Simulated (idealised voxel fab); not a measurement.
process module | voxel wiring stack
cross-section cut | 245 nm wide | cells 5 nm
A cross-section is a grid of square cells, given in bands from the top down. A band is one or more rows of cells.
Each band's line starts with the height of the band's top and of its bottom, in nm. Then come its materials from left to right, each with its width in nm. One material with "throughout" fills the band from edge to edge. "air" is empty space.
Height 0 is the level under which the wafer as received is all one material. The lowest band goes on downwards, as in "0 down".
A width such as "30 to 40" changes by the same amount from each row of cells to the next, from the band's top row to its bottom row.
"no change" after a step means that no cell of the cross-section changed.
closed voids: empty space of 8 cells or more with no open way to the top, each as width x height at its distance from the left edge, in nm
after a step's settings: what the simulator itself notes on the step
overlay nm, on a step with a mask: how far to the right of its planned place the mask lay; to the left if negative
plan
1 op RECEIVE | material Si
2 op CONFORMAL_DEP | material SiO2 | thk nm 5
3 op CONFORMAL_DEP | material SiCN | thk nm 5
4 op DIRECTIONAL_DEP | material SiO2 | thk nm 20
5 op MASKED_ETCH | tone open | mask id METAL_1 | width nm 30 | pitch nm 60 | etch materials SiO2 | depth nm 20 | overlay nm 0
6 op MASKED_ETCH | tone open | mask id METAL_1 | width nm 30 | pitch nm 60 | etch materials SiCN | depth nm 5 | overlay nm 0
7 op CONFORMAL_DEP | material TiN | thk nm 5
8 op FILL_DEP | material W | thk nm 10
9 op CMP | height nm 35
10 op CONFORMAL_DEP | material SiCN | thk nm 5
11 op DIRECTIONAL_DEP | material lowk | thk nm 20
12 op PATTERN | tone open | mask id PLUG_1 | material resist | width nm 15 | pitch nm 60 | thk nm 15 | overlay nm 0
13 op DIRECTIONAL_ETCH | etch materials lowk | depth nm 20
14 op DIRECTIONAL_ETCH | etch materials SiCN | depth nm 5
15 op STRIP | etch materials resist
16 op EPI | material Ru | thk nm 10
17 op EPI | material Ru | thk nm 10
18 op EPI | material Ru | thk nm 5
19 op DIRECTIONAL_DEP | material TiN | thk nm 5
20 op DIRECTIONAL_DEP | material Ru | thk nm 25
21 op PATTERN | tone cover | mask id METAL_2 | material resist | width nm 30 | pitch nm 60 | thk nm 15 | overlay nm 0
22 op DIRECTIONAL_ETCH | etch materials Ru | depth nm 25
23 op DIRECTIONAL_ETCH | etch materials TiN | depth nm 5
24 op STRIP | etch materials resist
25 op FILL_DEP | material lowk | thk nm 10
26 op CMP | height nm 90
27 op CONFORMAL_DEP | material SiCN | thk nm 5
28 op DIRECTIONAL_DEP | material SiO2 | thk nm 30
29 op PATTERN | tone open | mask id METAL_3 | material resist | width nm 30 | pitch nm 60 | thk nm 20 | overlay nm 0
30 op DIRECTIONAL_ETCH | etch materials SiO2 | depth nm 20
31 op STRIP | etch materials resist
32 op PATTERN | tone open | mask id METAL_3_HOLES | material resist | width nm 15 | pitch nm 60 | thk nm 15 | overlay nm 0
33 op DIRECTIONAL_ETCH | etch materials SiO2 | depth nm 10
34 op DIRECTIONAL_ETCH | etch materials SiCN | depth nm 5
35 op STRIP | etch materials resist
36 op CONFORMAL_DEP | material TiN | thk nm 5
37 op FILL_DEP | material Ru | thk nm 5
38 op CMP | height nm 125
39 op CONFORMAL_DEP | material SiCN | thk nm 5
varied across the wafers: thk nm of step 2. The plan shows the first wafer's value. All wafers start alike
first wafer as received, after step 1
  0 down: Si throughout
  closed voids: none
first wafer at the end, after step 39
  130 to 125: SiCN throughout
  125 to 110: SiO2 45 | TiN 5 | Ru 20 | TiN 5 | SiO2 30 | TiN 5 | Ru 20 | TiN 5 | SiO2 30 | TiN 5 | Ru 20 | TiN 5 | SiO2 50
  110 to 105: SiO2 45 | TiN 5 | Ru 5 | TiN 20 | SiO2 30 | TiN 5 | Ru 5 | TiN 20 | SiO2 30 | TiN 5 | Ru 5 | TiN 20 | SiO2 50
  105 to 95: SiO2 45 | TiN 5 | Ru 5 | TiN 5 | SiO2 45 | TiN 5 | Ru 5 | TiN 5 | SiO2 45 | TiN 5 | Ru 5 | TiN 5 | SiO2 65
  95 to 90: SiCN 45 | TiN 15 | SiCN 45 | TiN 15 | SiCN 45 | TiN 15 | SiCN 65
  90 to 65: lowk 45 | Ru 30 | lowk 30 | Ru 30 | lowk 30 | Ru 30 | lowk 50
  65 to 60: lowk 45 | TiN 30 | lowk 30 | TiN 30 | lowk 30 | TiN 30 | lowk 50
  60 to 40: lowk 45 | Ru 15 | lowk 45 | Ru 15 | lowk 45 | Ru 15 | lowk 65
  40 to 35: SiCN 45 | Ru 15 | SiCN 45 | Ru 15 | SiCN 45 | Ru 15 | SiCN 65
  35 to 30: TiN 50 | W 20 | TiN 40 | W 20 | TiN 40 | W 20 | TiN 55
  30 to 10: SiO2 45 | TiN 5 | W 20 | TiN 5 | SiO2 30 | TiN 5 | W 20 | TiN 5 | SiO2 30 | TiN 5 | W 20 | TiN 5 | SiO2 50
  10 to 5: SiCN 45 | TiN 30 | SiCN 30 | TiN 30 | SiCN 30 | TiN 30 | SiCN 50
  5 to 0: SiO2 throughout
  0 down: Si throughout
  closed voids: none
last wafer at the end
  130 to 125: SiCN throughout
  125 to 110: SiO2 45 | TiN 5 | Ru 20 | TiN 5 | SiO2 30 | TiN 5 | Ru 20 | TiN 5 | SiO2 30 | TiN 5 | Ru 20 | TiN 5 | SiO2 50
  110 to 105: SiO2 45 | TiN 5 | Ru 5 | TiN 20 | SiO2 30 | TiN 5 | Ru 5 | TiN 20 | SiO2 30 | TiN 5 | Ru 5 | TiN 20 | SiO2 50
  105 to 95: SiO2 45 | TiN 5 | Ru 5 | TiN 5 | SiO2 45 | TiN 5 | Ru 5 | TiN 5 | SiO2 45 | TiN 5 | Ru 5 | TiN 5 | SiO2 65
  95 to 90: SiCN 45 | TiN 15 | SiCN 45 | TiN 15 | SiCN 45 | TiN 15 | SiCN 65
  90 to 65: lowk 45 | Ru 30 | lowk 30 | Ru 30 | lowk 30 | Ru 30 | lowk 50
  65 to 60: lowk 45 | TiN 30 | lowk 30 | TiN 30 | lowk 30 | TiN 30 | lowk 50
  60 to 40: lowk 45 | Ru 15 | lowk 45 | Ru 15 | lowk 45 | Ru 15 | lowk 65
  40 to 35: SiCN 45 | Ru 15 | SiCN 45 | Ru 15 | SiCN 45 | Ru 15 | SiCN 65
  35 to 30: SiO2 45 | TiN 5 | W 20 | TiN 5 | SiO2 30 | TiN 5 | W 20 | TiN 5 | SiO2 30 | TiN 5 | W 20 | TiN 5 | SiO2 50
  30 to 25: SiCN 45 | TiN 30 | SiCN 30 | TiN 30 | SiCN 30 | TiN 30 | SiCN 50
  25 to 0: SiO2 throughout
  0 down: Si throughout
  closed voids: none
each wafer at the end: cells of each material gained (+) or lost (-) since it was received, then its closed voids
thk nm 5 | +180 Ru | +160 SiCN | +377 SiO2 | +151 TiN | +60 W | +346 lowk | closed voids: none
thk nm 10 | +180 Ru | +160 SiCN | +426 SiO2 | +114 TiN | +48 W | +346 lowk | closed voids: none
thk nm 15 | +180 Ru | +160 SiCN | +444 SiO2 | +108 TiN | +36 W | +346 lowk | closed voids: none
thk nm 20 | +180 Ru | +160 SiCN | +462 SiO2 | +102 TiN | +24 W | +346 lowk | closed voids: none
thk nm 25 | +180 Ru | +160 SiCN | +480 SiO2 | +96 TiN | +12 W | +346 lowk | closed voids: none
